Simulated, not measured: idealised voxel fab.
Module name: voxel transistor to metal (process module)
This is section cut - it's 155 nm across, gridded in 5 nm square cells.
Each cross-section below is a grid of square cells, stated as bands in top-down order, with one or more rows of cells making up each band.
The entry gives the band's vertical extent as a top height and a bottom height in nm, then its horizontal make-up as materials from left to right, each with a width in nm. "blank" stands for empty space; a single material marked "all across" fills the band edge to edge.
The level at which height equals 0 is the one under which the wafer, as it arrives, is entirely one material. No lower edge exists for the bottom band, which continues downward and is notated as in "0..down".
You'd read "30..40" like this: the band's top row of cells is as wide as the first number, its bottom row is as wide as the second, and going down, every row changes width by the same amount as the row before did.
For the purposes of this document, the phrase "no modifications" attached to a step denotes that no cell within the cross-section was modified by that step.
Listed in "Completely enclosed voids": every empty space of 8 or more cells without an open way to the top. Form: width x height at distance, the distance being from the left edge, all in nm.
after a step's settings: what the simulator itself notes on the step
overlay nm: how far to the right of its planned place the mask lay on this masked step (negative: to the left).
### The steps planned for the process are as follows
1,RECEIVE: material Si
2,OXIDIZE: depth nm 5
3,CONFORMAL_DEP: material SiN, thk nm 15
4,MASKED_ETCH: tone cover, mask id ACTIVE, width nm 105, etch materials SiN, depth nm 15, overlay nm 0
5,MASKED_ETCH: tone cover, mask id ACTIVE, width nm 105, etch materials SiO2, depth nm 5, overlay nm 0
6,MASKED_ETCH: tone cover, mask id ACTIVE, width nm 105, etch materials Si, depth nm 35, overlay nm 0
7,OXIDIZE: depth nm 5
8,FILL_DEP: material SiO2, thk nm 10
9,CMP: height nm 15
10,SELECTIVE_ETCH: etch materials SiO2, depth nm 10
11,STRIP: etch materials SiN
12,SELECTIVE_ETCH: etch materials SiO2, depth nm 5
13,OXIDIZE: depth nm 5
14,DIRECTIONAL_DEP: material polySi, thk nm 25
15,DIRECTIONAL_DEP: material SiCN, thk nm 15
16,DIRECTIONAL_DEP: material aC, thk nm 10
17,PATTERN: tone cover, mask id GATE, material resist, width nm 15, thk nm 25, overlay nm 0
18,DIRECTIONAL_ETCH: etch materials aC, depth nm 10
19,STRIP: etch materials resist
20,DIRECTIONAL_ETCH: etch materials SiCN, depth nm 25
21,DIRECTIONAL_ETCH: etch materials polySi, depth nm 35
22,STRIP: etch materials aC
23,CONFORMAL_DEP: material SiO2, thk nm 5
24,DIRECTIONAL_ETCH: etch materials SiO2, depth nm 5
25,CONFORMAL_DEP: material SiN, thk nm 10
26,DIRECTIONAL_ETCH: etch materials SiN, depth nm 10
27,DIRECTIONAL_ETCH: etch materials SiO2, depth nm 5
28,DIRECTIONAL_ETCH: etch materials Si, depth nm 5
29,EPI: material pSi, thk nm 10
30,FILL_DEP: material SiO2, thk nm 5
31,CMP: height nm 35
32,DIRECTIONAL_DEP: material SiO2, thk nm 15
33,PATTERN: tone open, mask id CONTACT, material resist, width nm 20, pitch nm 65, thk nm 20, overlay nm 0
34,DIRECTIONAL_ETCH: etch materials SiO2, depth nm 50
35,STRIP: etch materials resist
36,CONFORMAL_DEP: material TiN, thk nm 5
37,FILL_DEP: material W, thk nm 5
38,CMP: height nm 50
39,CONFORMAL_DEP: material SiCN, thk nm 5
40,DIRECTIONAL_DEP: material SiO2, thk nm 25
41,PATTERN: tone open, mask id METAL_1, material resist, width nm 20, pitch nm 65, thk nm 15, overlay nm 0
42,DIRECTIONAL_ETCH: etch materials SiO2, depth nm 25
43,DIRECTIONAL_ETCH: etch materials SiCN, depth nm 5
44,STRIP: etch materials resist
45,CONFORMAL_DEP: material TiN, thk nm 5
46,FILL_DEP: material W, thk nm 5
47,CMP: height nm 80
48,EPI: material Ru, thk nm 5
49,FILL_DEP: material SiCN, thk nm 5
### The cross-section here shows the wafer as received, i.e. in its state after step 1
  0..down | Si all across
  Completely enclosed voids: none
### As-planned run: cross-section of the first of two wafers at end of module
  90..85 | SiCN all across
  85..80 | 30 SiCN, then 30 Ru, then 35 SiCN, then 30 Ru, then 30 SiCN
  80..55 | 35 SiO2, then 5 TiN, then 10 W, then 5 TiN, then 45 SiO2, then 5 TiN, then 10 W, then 5 TiN, then 35 SiO2
  55..50 | 35 SiCN, then 20 TiN, then 45 SiCN, then 20 TiN, then 35 SiCN
  50..35 | 35 SiO2, then 5 TiN, then 10 W, then 5 TiN, then 45 SiO2, then 5 TiN, then 10 W, then 5 TiN, then 35 SiO2
  35..20 | 35 SiO2, then 5 TiN, then 10 W, then 5 TiN, then 10 SiN, then 5 SiO2, then 15 SiCN, then 5 SiO2, then 10 SiN, then 5 TiN, then 10 W, then 5 TiN, then 35 SiO2
  20..5 | 35 SiO2, then 5 TiN, then 10 W, then 5 TiN, then 10 SiN, then 5 SiO2, then 15 polySi, then 5 SiO2, then 10 SiN, then 5 TiN, then 10 W, then 5 TiN, then 35 SiO2
  5..0 | 35 SiO2, then 20 TiN, then 10 SiN, then 5 SiO2, then 15 polySi, then 5 SiO2, then 10 SiN, then 20 TiN, then 35 SiO2
  0..-5 | 25 SiO2, then 10 SiN, then 20 pSi, then 10 SiN, then 5 SiO2, then 15 polySi, then 5 SiO2, then 10 SiN, then 20 pSi, then 10 SiN, then 25 SiO2
  -5..-10 | 35 SiO2, then 20 pSi, then 45 SiO2, then 20 pSi, then 35 SiO2
  -10..-15 | 30 SiO2, then 5 Si, then 20 pSi, then 45 Si, then 20 pSi, then 5 Si, then 30 SiO2
  -15..-45 | 30 SiO2, then 95 Si, then 30 SiO2
  -45..down | Si all across
  Completely enclosed voids: none
### Cross-sectional view: second of two wafers, end of module; start and plan identical to the first, one mistake in running
  90..85 | SiCN all across
  85..80 | 30 SiCN, then 30 Ru, then 35 SiCN, then 30 Ru, then 30 SiCN
  80..55 | 35 SiO2, then 5 TiN, then 10 W, then 5 TiN, then 45 SiO2, then 5 TiN, then 10 W, then 5 TiN, then 35 SiO2
  55..50 | 35 SiCN, then 20 TiN, then 45 SiCN, then 20 TiN, then 35 SiCN
  50..35 | 35 SiO2, then 5 TiN, then 10 W, then 5 TiN, then 45 SiO2, then 5 TiN, then 10 W, then 5 TiN, then 35 SiO2
  35..20 | 35 SiO2, then 5 TiN, then 10 W, then 5 TiN, then 15 SiO2, then 15 SiCN, then 15 SiO2, then 5 TiN, then 10 W, then 5 TiN, then 35 SiO2
  20..5 | 35 SiO2, then 5 TiN, then 10 W, then 5 TiN, then 15 SiO2, then 15 polySi, then 15 SiO2, then 5 TiN, then 10 W, then 5 TiN, then 35 SiO2
  5..0 | 35 SiO2, then 20 TiN, then 15 SiO2, then 15 polySi, then 15 SiO2, then 20 TiN, then 35 SiO2
  0..-5 | 70 SiO2, then 15 polySi, then 70 SiO2
  -5..-10 | SiO2 all across
  -10..-45 | 30 SiO2, then 95 Si, then 30 SiO2
  -45..down | Si all across
  Completely enclosed voids: none
Nonconformance to the process plan: step 25 was run on a setting that differed from the plan, and what really ran there is CONFORMAL_DEP: material SiO2, thk nm 10
Final difference in cells, second wafer against first, listed per material as more or fewer: Si: 8 more | SiN: 36 fewer | SiO2: 52 more | pSi: 24 fewer
